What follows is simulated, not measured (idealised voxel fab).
This section sets out a process module, namely voxel capacitor over wiring.
For reference, the cross-section in this document is cut, with width 190 nm and square cells of 5 nm.
A cross-section in this document is a grid of square cells, and it is written down as bands, the top band listed before the ones below it; a band is made up of one or more rows of cells. Per band: top height and bottom height in nm, followed by the left-to-right materials and their widths in nm; "edge to edge" marks a single material spanning edge to edge, "blank" marks empty space. Convention: height 0 is the level below which the wafer, as received, is all one material. The lowest band does not terminate at the bottom but continues downward, represented as "z 0 and below". So if you see something like "30->40" for the width, read it as the top row of the band sitting at the first number and the bottom row at the second, with every row in between moving by the same amount as the last. "no change" (step): cross-section cells unchanged, all of them. Closed-off voids of 8+ cells (no open route to the top) go in "Enclosed cavity list", written width x height at distance from the left edge, in nm. Past the settings on a step's line: simulator remark, on that step. The line of a step may include "overlay nm". On a step with a mask, this value is how far to the right of its planned place the mask lay. A negative value means the mask lay to the left.

LISTED BELOW ARE THE PROCESS STEPS AS PLANNED
1,op RECEIVE | material Si
2,op CONFORMAL_DEP | material SiO2 | thk nm 15
3,op DIRECTIONAL_DEP | material TiN | thk nm 5
4,op DIRECTIONAL_DEP | material Ru | thk nm 20
5,op DIRECTIONAL_DEP | material aC | thk nm 10
6,op PATTERN | tone cover | mask id METAL_1 | material resist | width nm 15 | pitch nm 70 | thk nm 25 | overlay nm 0
7,op DIRECTIONAL_ETCH | etch materials aC | depth nm 10
8,op STRIP | etch materials resist
9,op DIRECTIONAL_ETCH | etch materials Ru | depth nm 20
10,op DIRECTIONAL_ETCH | etch materials TiN | depth nm 5
11,op STRIP | etch materials aC
12,op CONFORMAL_DEP | material SiN | thk nm 5
13,op FILL_DEP | material SiO2 | thk nm 10
14,op CMP | height nm 40
15,op CONFORMAL_DEP | material SiCN | thk nm 5
16,op DIRECTIONAL_DEP | material lowk | thk nm 10
17,op MASKED_ETCH | tone open | mask id PLUG_1 | width nm 15 | etch materials lowk | depth nm 10 | overlay nm 0
18,op MASKED_ETCH | tone open | mask id PLUG_1 | width nm 15 | etch materials SiCN | depth nm 5 | overlay nm 0
19,op EPI | material Ru | thk nm 10
20,op EPI | material Ru | thk nm 5
21,op DIRECTIONAL_DEP | material TiN | thk nm 5
22,op DIRECTIONAL_DEP | material HfO2 | thk nm 5
23,op DIRECTIONAL_DEP | material TiN | thk nm 5
24,op DIRECTIONAL_DEP | material aC | thk nm 10
25,op PATTERN | tone cover | mask id UPPER_PLATE | material resist | width nm 55 | thk nm 30 | overlay nm 0
26,op DIRECTIONAL_ETCH | etch materials aC | depth nm 10
27,op STRIP | etch materials resist
28,op DIRECTIONAL_ETCH | etch materials TiN | depth nm 5
29,op DIRECTIONAL_ETCH | etch materials HfO2 | depth nm 5
30,op STRIP | etch materials aC
31,op MASKED_ETCH | tone cover | mask id LOWER_PLATE | width nm 65 | etch materials TiN | depth nm 5 | overlay nm 0
32,op FILL_DEP | material SiO2 | thk nm 15
33,op CMP | height nm 80
34,op PATTERN | tone open | mask id PLUG_2 | material resist | width nm 15 | thk nm 15 | overlay nm 0
35,op DIRECTIONAL_ETCH | etch materials SiO2 | depth nm 10
36,op STRIP | etch materials resist
37,op CONFORMAL_DEP | material TiN | thk nm 5
38,op FILL_DEP | material Cu | thk nm 5
39,op CMP | height nm 80
40,op CONFORMAL_DEP | material SiN | thk nm 5
Split variable: width nm, step 6. Plan value = first wafer. Wafers start alike.

CROSS-SECTIONAL VIEW OF THE FIRST OF SEVERAL WAFERS IN THE AS-RECEIVED CONDITION, CORRESPONDING TO THE STATE FOLLOWING STEP 1
    z 0 and below  Si edge to edge
    Enclosed cavity list: none

BELOW: A ROW PER WAFER. CONTENTS AT END OF MODULE: FOR EVERY MATERIAL, CELLS GAINED SINCE RECEIPT (+) OR LOST SINCE RECEIPT (-); THEN CLOSED VOIDS
width nm 15 | +1 Cu | +11 HfO2 | +33 Ru | +35 SiCN | +86 SiN | +375 SiO2 | +35 TiN | +70 lowk | Enclosed cavity list: none
width nm 20 | +1 Cu | +11 HfO2 | +41 Ru | +35 SiCN | +84 SiN | +367 SiO2 | +37 TiN | +70 lowk | Enclosed cavity list: none
width nm 25 | +1 Cu | +11 HfO2 | +49 Ru | +35 SiCN | +82 SiN | +359 SiO2 | +39 TiN | +70 lowk | Enclosed cavity list: none
width nm 30 | +1 Cu | +11 HfO2 | +57 Ru | +35 SiCN | +80 SiN | +351 SiO2 | +41 TiN | +70 lowk | Enclosed cavity list: none
width nm 35 | +1 Cu | +11 HfO2 | +65 Ru | +35 SiCN | +78 SiN | +343 SiO2 | +43 TiN | +70 lowk | Enclosed cavity list: none
